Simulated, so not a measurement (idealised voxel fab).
The following process module bears the name voxel air gaps.
Square cells of 5 nm make up the cross-section cut, whose width is 285 nm.
Each cross-section below is a grid of square cells, stated as bands in top-down order, with one or more rows of cells making up each band. Basically the band line says how high the top is and how high the bottom is, in nm, and then what's in it from left to right, every material with its width in nm. Empty space shows up as "empty", and if a single material carries "edge to edge" it runs the full band edge to edge. Heights from 0 (as-received wafer is one material below). Bottom band endless downward, as "0 down". Think of "30..40" as a width that walks from the first number to the second as you go down the band, top row to bottom row, taking equal-sized steps from row to row. What does "remained unchanged" mean for a step? It means no cell of the cross-section changed in that step. In the "Voids lacking openings" entry, you get each enclosed empty space of 8 cells or more, one with no open way to the top, written width x height at distance, distance from the left edge, in nm. The remark found on a step's line after its settings is issued by the simulator itself and pertains to that step. Regarding "overlay nm": on a step with a mask, it is the distance the mask lay to the right of its planned place; a negative value places it to the left.

**Here's what the planned process steps look like**
- 1: RECEIVE with material Si
- 2: CONFORMAL_DEP with material SiO2, thk nm 15
- 3: CONFORMAL_DEP with material SiN, thk nm 5
- 4: DIRECTIONAL_DEP with material lowk, thk nm 30
- 5: MASKED_ETCH with tone open, mask id LINES, width nm 20, pitch nm 50, etch materials lowk, depth nm 30, overlay nm 0
- 6: CONFORMAL_DEP with material TiN, thk nm 5
- 7: FILL_DEP with material Cu, thk nm 10
- 8: CMP with height nm 50
- 9: EPI with material Ru, thk nm 10
- 10: SELECTIVE_ETCH with etch materials lowk, depth nm 40
- 11: CONFORMAL_DEP with material SiCN, thk nm 5

**Wafer, first of two, run as planned**

**Cross-section of the wafer upon arrival, representing the state reached after step 1**
	0 down = Si edge to edge
	Voids lacking openings: none

**How the wafer stands in section after step 2**
	15 to 0 = SiO2 edge to edge
	For the remainder of the cross-section, below 0, there is no change.

**How the wafer stands in section after step 3**
	20 to 15 = SiN edge to edge
	For the remainder of the cross-section, below 15, there is no change.

**How the wafer stands in section after step 4**
	50 to 20 = lowk edge to edge
	For the remainder of the cross-section, below 20, there is no change.

**How the wafer stands in section after step 5**
	50 to 20 = lowk 55, empty 20, lowk 30, empty 20, lowk 30, empty 20, lowk 30, empty 20, lowk 60
	For the remainder of the cross-section, below 20, there is no change.

**How the wafer stands in section after step 6**
	55 to 50 = TiN 60, empty 10, TiN 40, empty 10, TiN 40, empty 10, TiN 40, empty 10, TiN 65
	50 to 25 = lowk 55, TiN 5, empty 10, TiN 5, lowk 30, TiN 5, empty 10, TiN 5, lowk 30, TiN 5, empty 10, TiN 5, lowk 30, TiN 5, empty 10, TiN 5, lowk 60
	25 to 20 = lowk 55, TiN 20, lowk 30, TiN 20, lowk 30, TiN 20, lowk 30, TiN 20, lowk 60
	For the remainder of the cross-section, below 20, there is no change.

**How the wafer stands in section after step 7**
	65 to 55 = Cu edge to edge
	55 to 50 = TiN 60, Cu 10, TiN 40, Cu 10, TiN 40, Cu 10, TiN 40, Cu 10, TiN 65
	50 to 25 = lowk 55, TiN 5, Cu 10, TiN 5, lowk 30, TiN 5, Cu 10, TiN 5, lowk 30, TiN 5, Cu 10, TiN 5, lowk 30, TiN 5, Cu 10, TiN 5, lowk 60
	For the remainder of the cross-section, below 25, there is no change.

**How the wafer stands in section after step 8**
	50 to 25 = lowk 55, TiN 5, Cu 10, TiN 5, lowk 30, TiN 5, Cu 10, TiN 5, lowk 30, TiN 5, Cu 10, TiN 5, lowk 30, TiN 5, Cu 10, TiN 5, lowk 60
	For the remainder of the cross-section, below 25, there is no change.

**How the wafer stands in section after step 9**
	60 to 50 = empty 45, Ru 40, empty 10, Ru 40, empty 10, Ru 40, empty 10, Ru 40, empty 50
	For the remainder of the cross-section, below 50, there is no change.

**How the wafer stands in section after step 10**
	60 to 50 = empty 45, Ru 40, empty 10, Ru 40, empty 10, Ru 40, empty 10, Ru 40, empty 50
	50 to 25 = empty 55, TiN 5, Cu 10, TiN 5, empty 30, TiN 5, Cu 10, TiN 5, empty 30, TiN 5, Cu 10, TiN 5, empty 30, TiN 5, Cu 10, TiN 5, empty 60
	25 to 20 = empty 55, TiN 20, empty 30, TiN 20, empty 30, TiN 20, empty 30, TiN 20, empty 60
	For the remainder of the cross-section, below 20, there is no change.

**How the wafer stands in section after step 11**
	65 to 60 = empty 40, SiCN 200, empty 45
	60 to 50 = empty 40, SiCN 5, Ru 40, SiCN 10, Ru 40, SiCN 10, Ru 40, SiCN 10, Ru 40, SiCN 5, empty 45
	50 to 45 = empty 40, SiCN 15, TiN 5, Cu 10, TiN 5, SiCN 30, TiN 5, Cu 10, TiN 5, SiCN 30, TiN 5, Cu 10, TiN 5, SiCN 30, TiN 5, Cu 10, TiN 5, SiCN 15, empty 45
	45 to 25 = empty 50, SiCN 5, TiN 5, Cu 10, TiN 5, SiCN 5, empty 20, SiCN 5, TiN 5, Cu 10, TiN 5, SiCN 5, empty 20, SiCN 5, TiN 5, Cu 10, TiN 5, SiCN 5, empty 20, SiCN 5, TiN 5, Cu 10, TiN 5, SiCN 5, empty 55
	25 to 20 = SiCN 55, TiN 20, SiCN 30, TiN 20, SiCN 30, TiN 20, SiCN 30, TiN 20, SiCN 60
	For the remainder of the cross-section, below 20, there is no change.
	Voids lacking openings: 20 x 20 at 80; 20 x 20 at 130; 20 x 20 at 180

**For the second wafer, take the first wafer's start and plan, then add one mistake made in running it; everything through step 4, that step included, is shared with the first**

**Cross-section, second wafer, at the end time the plan gives for step 5**
	50 to 20 = lowk 65, empty 20, lowk 30, empty 20, lowk 30, empty 20, lowk 30, empty 20, lowk 50
	For the remainder of the cross-section, below 20, there is no change.

**Cross-section, second wafer, at the end time the plan gives for step 6**
	55 to 50 = TiN 70, empty 10, TiN 40, empty 10, TiN 40, empty 10, TiN 40, empty 10, TiN 55
	50 to 25 = lowk 65, TiN 5, empty 10, TiN 5, lowk 30, TiN 5, empty 10, TiN 5, lowk 30, TiN 5, empty 10, TiN 5, lowk 30, TiN 5, empty 10, TiN 5, lowk 50
	25 to 20 = lowk 65, TiN 20, lowk 30, TiN 20, lowk 30, TiN 20, lowk 30, TiN 20, lowk 50
	For the remainder of the cross-section, below 20, there is no change.

**Cross-section, second wafer, at the end time the plan gives for step 7**
	65 to 55 = Cu edge to edge
	55 to 50 = TiN 70, Cu 10, TiN 40, Cu 10, TiN 40, Cu 10, TiN 40, Cu 10, TiN 55
	50 to 25 = lowk 65, TiN 5, Cu 10, TiN 5, lowk 30, TiN 5, Cu 10, TiN 5, lowk 30, TiN 5, Cu 10, TiN 5, lowk 30, TiN 5, Cu 10, TiN 5, lowk 50
	For the remainder of the cross-section, below 25, there is no change.

**Cross-section, second wafer, at the end time the plan gives for step 8**
	50 to 25 = lowk 65, TiN 5, Cu 10, TiN 5, lowk 30, TiN 5, Cu 10, TiN 5, lowk 30, TiN 5, Cu 10, TiN 5, lowk 30, TiN 5, Cu 10, TiN 5, lowk 50
	For the remainder of the cross-section, below 25, there is no change.

**Cross-section, second wafer, at the end time the plan gives for step 9**
	60 to 50 = empty 55, Ru 40, empty 10, Ru 40, empty 10, Ru 40, empty 10, Ru 40, empty 40
	For the remainder of the cross-section, below 50, there is no change.

**Cross-section, second wafer, at the end time the plan gives for step 10**
	60 to 50 = empty 55, Ru 40, empty 10, Ru 40, empty 10, Ru 40, empty 10, Ru 40, empty 40
	50 to 25 = empty 65, TiN 5, Cu 10, TiN 5, empty 30, TiN 5, Cu 10, TiN 5, empty 30, TiN 5, Cu 10, TiN 5, empty 30, TiN 5, Cu 10, TiN 5, empty 50
	25 to 20 = empty 65, TiN 20, empty 30, TiN 20, empty 30, TiN 20, empty 30, TiN 20, empty 50
	For the remainder of the cross-section, below 20, there is no change.

**Cross-section, second wafer, at the end time the plan gives for step 11**
	65 to 60 = empty 50, SiCN 200, empty 35
	60 to 50 = empty 50, SiCN 5, Ru 40, SiCN 10, Ru 40, SiCN 10, Ru 40, SiCN 10, Ru 40, SiCN 5, empty 35
	50 to 45 = empty 50, SiCN 15, TiN 5, Cu 10, TiN 5, SiCN 30, TiN 5, Cu 10, TiN 5, SiCN 30, TiN 5, Cu 10, TiN 5, SiCN 30, TiN 5, Cu 10, TiN 5, SiCN 15, empty 35
	45 to 25 = empty 60, SiCN 5, TiN 5, Cu 10, TiN 5, SiCN 5, empty 20, SiCN 5, TiN 5, Cu 10, TiN 5, SiCN 5, empty 20, SiCN 5, TiN 5, Cu 10, TiN 5, SiCN 5, empty 20, SiCN 5, TiN 5, Cu 10, TiN 5, SiCN 5, empty 45
	25 to 20 = SiCN 65, TiN 20, SiCN 30, TiN 20, SiCN 30, TiN 20, SiCN 30, TiN 20, SiCN 50
	For the remainder of the cross-section, below 20, there is no change.
	Voids lacking openings: 20 x 20 at 90; 20 x 20 at 140; 20 x 20 at 190
Deviation noted in wafer processing: note that step 5 departed from the planned setting and was carried out as MASKED_ETCH with tone open, mask id LINES, width nm 20, pitch nm 50, etch materials lowk, depth nm 30, overlay nm 10
at the end the second wafer has, in cells: as many of each material as the first, in other places
